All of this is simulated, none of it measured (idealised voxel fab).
process module | voxel tone inversion
cross-section cut | 260 nm wide | cells 5 nm
A cross-section is a grid of square cells, given in bands from the top down. A band is one or more rows of cells.
Each band's line starts with the height of the band's top and of its bottom, in nm. Then come its materials from left to right, each with its width in nm. One material with "throughout" fills the band from edge to edge. "air" is empty space.
Height 0 is the level under which the wafer as received is all one material. The lowest band goes on downwards, as in "0 down".
A width such as "30 to 40" changes by the same amount from each row of cells to the next, from the band's top row to its bottom row.
"no change" after a step means that no cell of the cross-section changed.
closed voids: empty space of 8 cells or more with no open way to the top, each as width x height at its distance from the left edge, in nm
after a step's settings: what the simulator itself notes on the step
overlay nm, on a step with a mask: how far to the right of its planned place the mask lay; to the left if negative
plan
1 op RECEIVE | material Si
2 op CONFORMAL_DEP | material SiN | thk nm 10
3 op DIRECTIONAL_DEP | material aC | thk nm 25
4 op PATTERN | tone cover | mask id POSTS | material resist | width nm 15 | pitch nm 50 | thk nm 30 | overlay nm 0
5 op DIRECTIONAL_ETCH | etch materials aC | depth nm 25
6 op STRIP | etch materials resist
7 op FILL_DEP | material SiO2 | thk nm 5
8 op CMP | height nm 35
9 op STRIP | etch materials aC
varied across the wafers: width nm of step 4. The plan shows the first wafer's value. All wafers start alike
first wafer as received, after step 1
  0 down: Si throughout
  closed voids: none
each wafer at the end: cells of each material gained (+) or lost (-) since it was received, then its closed voids
width nm 15 | +104 SiN | +215 SiO2 | closed voids: none
width nm 20 | +104 SiN | +200 SiO2 | closed voids: none
width nm 25 | +104 SiN | +185 SiO2 | closed voids: none
width nm 30 | +104 SiN | +170 SiO2 | closed voids: none
width nm 35 | +104 SiN | +155 SiO2 | closed voids: none
